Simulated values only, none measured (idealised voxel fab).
process module | voxel self aligned vias
cross-section cut | 265 nm wide | cells 5 nm
A cross-section is a grid of square cells, given in bands from the top down. A band is one or more rows of cells.
Each band's line starts with the height of the band's top and of its bottom, in nm. Then come its materials from left to right, each with its width in nm. One material with "throughout" fills the band from edge to edge. "air" is empty space.
Height 0 is the level under which the wafer as received is all one material. The lowest band goes on downwards, as in "0 down".
A width such as "30 to 40" changes by the same amount from each row of cells to the next, from the band's top row to its bottom row.
"no change" after a step means that no cell of the cross-section changed.
closed voids: empty space of 8 cells or more with no open way to the top, each as width x height at its distance from the left edge, in nm
after a step's settings: what the simulator itself notes on the step
overlay nm, on a step with a mask: how far to the right of its planned place the mask lay; to the left if negative
plan
1 op RECEIVE | material Si
2 op CONFORMAL_DEP | material SiO2 | thk nm 10
3 op CONFORMAL_DEP | material SiCN | thk nm 5
4 op DIRECTIONAL_DEP | material SiO2 | thk nm 25
5 op MASKED_ETCH | tone open | mask id LINES | width nm 25 | pitch nm 60 | etch materials SiO2 | depth nm 25 | overlay nm 0
6 op CONFORMAL_DEP | material TiN | thk nm 5
7 op FILL_DEP | material W | thk nm 10
8 op CMP | height nm 40
9 op SELECTIVE_ETCH | etch materials W Ru TiN | depth nm 5
10 op FILL_DEP | material SiN | thk nm 10
11 op CMP | height nm 40
12 op DIRECTIONAL_DEP | material SiO2 | thk nm 20
13 op PATTERN | tone open | mask id VIAS | material resist | width nm 35 | pitch nm 120 | thk nm 20 | overlay nm 0
14 op DIRECTIONAL_ETCH | etch materials SiO2 | depth nm 20
15 op DIRECTIONAL_ETCH | etch materials SiN | depth nm 5
16 op STRIP | etch materials resist
17 op CONFORMAL_DEP | material TiN | thk nm 5
18 op FILL_DEP | material Ru | thk nm 5
19 op CMP | height nm 60
20 op CONFORMAL_DEP | material SiN | thk nm 5
as received, after step 1
  0 down: Si throughout
  closed voids: none
a wafer at the end: this start, this plan, one mistake
  65 to 60: SiN throughout
  60 to 45: SiO2 55 | TiN 5 | Ru 25 | TiN 5 | SiO2 85 | TiN 5 | Ru 25 | TiN 5 | SiO2 55
  45 to 40: SiO2 55 | TiN 35 | SiO2 85 | TiN 35 | SiO2 55
  40 to 35: SiN 55 | TiN 5 | SiO2 25 | TiN 5 | SiN 30 | SiO2 25 | SiN 30 | TiN 5 | SiO2 25 | TiN 5 | SiN 55
  35 to 20: W 55 | TiN 5 | SiO2 25 | TiN 5 | W 25 | TiN 5 | SiO2 25 | TiN 5 | W 25 | TiN 5 | SiO2 25 | TiN 5 | W 55
  20 to 15: TiN 60 | SiO2 25 | TiN 35 | SiO2 25 | TiN 35 | SiO2 25 | TiN 60
  15 to 10: SiCN throughout
  10 to 0: SiO2 throughout
  0 down: Si throughout
  closed voids: none
what went wrong: step 5 ran as: op MASKED_ETCH | tone cover | mask id LINES | width nm 25 | pitch nm 60 | etch materials SiO2 | depth nm 25 | overlay nm 0
